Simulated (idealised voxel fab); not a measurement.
Name of the process module below: voxel self aligned contacts
In the cross-section labelled cut, the width is 275 nm and each square cell is 5 nm.
Format of a cross-section: grid, square cells. Given as bands. Order: top down. Band: one or more rows of cells.
Top, bottom (nm), then materials left to right with widths (nm); lone material tagged "edge to edge" fills the whole band edge to edge; "blank" = empty space.
Height 0 is the level under which the wafer as received is all one material. The lowest band goes on downwards, as in "from 0 down".
Graded width ("30 to 40"): value in top row of band = first number; value in bottom row = second number; row-to-row change constant.
You'll sometimes find "everything unchanged" written for a step, and that's the way of saying that nowhere in the cross-section did a cell change during that step.
"Catalogued sealed voids" - sealed voids, min. 8 cells, no opening to top; format: width x height at distance (distance from left edge; nm throughout).
What comes after the settings on a step's line is commentary from the simulator itself on that step.
"overlay nm" denotes, for a step that has a mask, the displacement of the mask to the right of its planned place, with negative values corresponding to the left.
The steps planned for the process are as follows:
1) RECEIVE: material Si
2) OXIDIZE: depth nm 5
3) DIRECTIONAL_DEP: material polySi, thk nm 30
4) DIRECTIONAL_DEP: material SiN, thk nm 20
5) PATTERN: tone cover, mask id GATE, material resist, width nm 35, pitch nm 65, thk nm 20, overlay nm 0
6) DIRECTIONAL_ETCH: etch materials SiN, depth nm 20
7) DIRECTIONAL_ETCH: etch materials polySi, depth nm 30
8) STRIP: etch materials resist
9) CONFORMAL_DEP: material SiN, thk nm 5
10) DIRECTIONAL_ETCH: etch materials SiN, depth nm 5
11) FILL_DEP: material SiO2, thk nm 10
12) CMP: height nm 55
13) PATTERN: tone open, mask id CONTACT, material resist, width nm 40, pitch nm 65, thk nm 15, overlay nm 0
14) DIRECTIONAL_ETCH: etch materials SiO2, depth nm 60
15) STRIP: etch materials resist
16) CONFORMAL_DEP: material TiN, thk nm 5
17) FILL_DEP: material W, thk nm 5
18) CMP: height nm 55
19) CONFORMAL_DEP: material SiCN, thk nm 5
The first wafer of two, processed as planned:
Here's what the wafer looked like in cross-section when it arrived - that's after step 1:
	from 0 down | Si edge to edge
	Catalogued sealed voids: none
Wafer xsec, post step 2:
	from 0 to -5 | SiO2 edge to edge
	Under the height -5 nothing was changed.
Wafer xsec, post step 3:
	from 30 to 0 | polySi edge to edge
	Under the height 0 nothing was changed.
Wafer xsec, post step 4:
	from 50 to 30 | SiN edge to edge
	Under the height 30 nothing was changed.
Wafer xsec, post step 5:
	from 70 to 50 | blank=55; resist=35; blank=30; resist=35; blank=30; resist=35; blank=55
	Under the height 50 nothing was changed.
Wafer xsec, post step 6:
	from 70 to 50 | blank=55; resist=35; blank=30; resist=35; blank=30; resist=35; blank=55
	from 50 to 30 | blank=55; SiN=35; blank=30; SiN=35; blank=30; SiN=35; blank=55
	Under the height 30 nothing was changed.
Wafer xsec, post step 7:
	from 70 to 50 | blank=55; resist=35; blank=30; resist=35; blank=30; resist=35; blank=55
	from 50 to 30 | blank=55; SiN=35; blank=30; SiN=35; blank=30; SiN=35; blank=55
	from 30 to 0 | blank=55; polySi=35; blank=30; polySi=35; blank=30; polySi=35; blank=55
	Under the height 0 nothing was changed.
Wafer xsec, post step 8:
	from 50 to 30 | blank=55; SiN=35; blank=30; SiN=35; blank=30; SiN=35; blank=55
	Under the height 30 nothing was changed.
Wafer xsec, post step 9:
	from 55 to 30 | blank=50; SiN=45; blank=20; SiN=45; blank=20; SiN=45; blank=50
	from 30 to 5 | blank=50; SiN=5; polySi=35; SiN=5; blank=20; SiN=5; polySi=35; SiN=5; blank=20; SiN=5; polySi=35; SiN=5; blank=50
	from 5 to 0 | SiN=55; polySi=35; SiN=30; polySi=35; SiN=30; polySi=35; SiN=55
	Under the height 0 nothing was changed.
Wafer xsec, post step 10:
	from 50 to 30 | blank=50; SiN=45; blank=20; SiN=45; blank=20; SiN=45; blank=50
	from 30 to 0 | blank=50; SiN=5; polySi=35; SiN=5; blank=20; SiN=5; polySi=35; SiN=5; blank=20; SiN=5; polySi=35; SiN=5; blank=50
	Under the height 0 nothing was changed.
Wafer xsec, post step 11:
	from 60 to 50 | SiO2 edge to edge
	from 50 to 30 | SiO2=50; SiN=45; SiO2=20; SiN=45; SiO2=20; SiN=45; SiO2=50
	from 30 to 0 | SiO2=50; SiN=5; polySi=35; SiN=5; SiO2=20; SiN=5; polySi=35; SiN=5; SiO2=20; SiN=5; polySi=35; SiN=5; SiO2=50
	Under the height 0 nothing was changed.
Wafer xsec, post step 12:
	from 55 to 50 | SiO2 edge to edge
	Under the height 50 nothing was changed.
Wafer xsec, post step 13:
	from 70 to 55 | resist=85; blank=40; resist=25; blank=40; resist=85
	Under the height 55 nothing was changed.
Wafer xsec, post step 14:
	from 70 to 55 | resist=85; blank=40; resist=25; blank=40; resist=85
	from 55 to 50 | SiO2=85; blank=40; SiO2=25; blank=40; SiO2=85
	from 50 to 30 | SiO2=50; SiN=45; blank=20; SiN=45; blank=20; SiN=45; SiO2=50
	from 30 to 0 | SiO2=50; SiN=5; polySi=35; SiN=5; blank=20; SiN=5; polySi=35; SiN=5; blank=20; SiN=5; polySi=35; SiN=5; SiO2=50
	from 0 to -5 | SiO2=95; blank=20; SiO2=45; blank=20; SiO2=95
	Under the height -5 nothing was changed.
Wafer xsec, post step 15:
	from 55 to 50 | SiO2=85; blank=40; SiO2=25; blank=40; SiO2=85
	Under the height 50 nothing was changed.
Wafer xsec, post step 16:
	from 60 to 55 | TiN=90; blank=30; TiN=35; blank=30; TiN=90
	from 55 to 50 | SiO2=85; TiN=15; blank=10; TiN=15; SiO2=25; TiN=15; blank=10; TiN=15; SiO2=85
	from 50 to 30 | SiO2=50; SiN=45; TiN=5; blank=10; TiN=5; SiN=45; TiN=5; blank=10; TiN=5; SiN=45; SiO2=50
	from 30 to 0 | SiO2=50; SiN=5; polySi=35; SiN=5; TiN=5; blank=10; TiN=5; SiN=5; polySi=35; SiN=5; TiN=5; blank=10; TiN=5; SiN=5; polySi=35; SiN=5; SiO2=50
	from 0 to -5 | SiO2=95; TiN=20; SiO2=45; TiN=20; SiO2=95
	Under the height -5 nothing was changed.
Wafer xsec, post step 17:
	from 65 to 60 | W edge to edge
	from 60 to 55 | TiN=90; W=30; TiN=35; W=30; TiN=90
	from 55 to 50 | SiO2=85; TiN=15; W=10; TiN=15; SiO2=25; TiN=15; W=10; TiN=15; SiO2=85
	from 50 to 30 | SiO2=50; SiN=45; TiN=5; W=10; TiN=5; SiN=45; TiN=5; W=10; TiN=5; SiN=45; SiO2=50
	from 30 to 0 | SiO2=50; SiN=5; polySi=35; SiN=5; TiN=5; W=10; TiN=5; SiN=5; polySi=35; SiN=5; TiN=5; W=10; TiN=5; SiN=5; polySi=35; SiN=5; SiO2=50
	Under the height 0 nothing was changed.
Wafer xsec, post step 18:
	from 55 to 50 | SiO2=85; TiN=15; W=10; TiN=15; SiO2=25; TiN=15; W=10; TiN=15; SiO2=85
	Under the height 50 nothing was changed.
Wafer xsec, post step 19:
	from 60 to 55 | SiCN edge to edge
	Under the height 55 nothing was changed.
The second wafer began exactly as the first did and followed the same plan, but one mistake was made while running it; through step 1 inclusive, the two wafers are identical:
Planned end of step 2: second wafer, cross-section:
	from 30 to 0 | polySi edge to edge
	Under the height 0 nothing was changed.
Planned end of step 3: second wafer, cross-section:
	from 30 to 25 | SiO2 edge to edge
	Under the height 25 nothing was changed.
Planned end of step 4: second wafer, cross-section:
	from 50 to 30 | SiN edge to edge
	Under the height 30 nothing was changed.
Planned end of step 5: second wafer, cross-section:
	from 70 to 50 | blank=55; resist=35; blank=30; resist=35; blank=30; resist=35; blank=55
	Under the height 50 nothing was changed.
Planned end of step 6: second wafer, cross-section:
	from 70 to 50 | blank=55; resist=35; blank=30; resist=35; blank=30; resist=35; blank=55
	from 50 to 30 | blank=55; SiN=35; blank=30; SiN=35; blank=30; SiN=35; blank=55
	Under the height 30 nothing was changed.
Planned end of step 7: second wafer, cross-section: everything unchanged
Planned end of step 8: second wafer, cross-section:
	from 50 to 30 | blank=55; SiN=35; blank=30; SiN=35; blank=30; SiN=35; blank=55
	Under the height 30 nothing was changed.
Planned end of step 9: second wafer, cross-section:
	from 55 to 35 | blank=50; SiN=45; blank=20; SiN=45; blank=20; SiN=45; blank=50
	from 35 to 30 | SiN edge to edge
	Under the height 30 nothing was changed.
Planned end of step 10: second wafer, cross-section:
	from 50 to 30 | blank=50; SiN=45; blank=20; SiN=45; blank=20; SiN=45; blank=50
	Under the height 30 nothing was changed.
Planned end of step 11: second wafer, cross-section:
	from 60 to 50 | SiO2 edge to edge
	from 50 to 30 | SiO2=50; SiN=45; SiO2=20; SiN=45; SiO2=20; SiN=45; SiO2=50
	Under the height 30 nothing was changed.
Planned end of step 12: second wafer, cross-section:
	from 55 to 50 | SiO2 edge to edge
	Under the height 50 nothing was changed.
Planned end of step 13: second wafer, cross-section:
	from 70 to 55 | resist=85; blank=40; resist=25; blank=40; resist=85
	Under the height 55 nothing was changed.
Planned end of step 14: second wafer, cross-section:
	from 70 to 55 | resist=85; blank=40; resist=25; blank=40; resist=85
	from 55 to 50 | SiO2=85; blank=40; SiO2=25; blank=40; SiO2=85
	from 50 to 30 | SiO2=50; SiN=45; blank=20; SiN=45; blank=20; SiN=45; SiO2=50
	from 30 to 25 | SiO2=95; blank=20; SiO2=45; blank=20; SiO2=95
	Under the height 25 nothing was changed.
Planned end of step 15: second wafer, cross-section:
	from 55 to 50 | SiO2=85; blank=40; SiO2=25; blank=40; SiO2=85
	Under the height 50 nothing was changed.
Planned end of step 16: second wafer, cross-section:
	from 60 to 55 | TiN=90; blank=30; TiN=35; blank=30; TiN=90
	from 55 to 50 | SiO2=85; TiN=15; blank=10; TiN=15; SiO2=25; TiN=15; blank=10; TiN=15; SiO2=85
	from 50 to 30 | SiO2=50; SiN=45; TiN=5; blank=10; TiN=5; SiN=45; TiN=5; blank=10; TiN=5; SiN=45; SiO2=50
	from 30 to 25 | SiO2=95; TiN=20; SiO2=45; TiN=20; SiO2=95
	Under the height 25 nothing was changed.
Planned end of step 17: second wafer, cross-section:
	from 65 to 60 | W edge to edge
	from 60 to 55 | TiN=90; W=30; TiN=35; W=30; TiN=90
	from 55 to 50 | SiO2=85; TiN=15; W=10; TiN=15; SiO2=25; TiN=15; W=10; TiN=15; SiO2=85
	from 50 to 30 | SiO2=50; SiN=45; TiN=5; W=10; TiN=5; SiN=45; TiN=5; W=10; TiN=5; SiN=45; SiO2=50
	Under the height 30 nothing was changed.
Planned end of step 18: second wafer, cross-section:
	from 55 to 50 | SiO2=85; TiN=15; W=10; TiN=15; SiO2=25; TiN=15; W=10; TiN=15; SiO2=85
	Under the height 50 nothing was changed.
Planned end of step 19: second wafer, cross-section:
	from 60 to 55 | SiCN edge to edge
	Under the height 55 nothing was changed.
Against the plan, the run slipped here: transposition of steps 2 and 3 relative to the planned sequence
The final cell counts differ between the wafers, with the second having more or fewer of some materials than the first: +55 Si; -36 SiN; -120 SiO2; -24 TiN; -24 W; +149 polySi
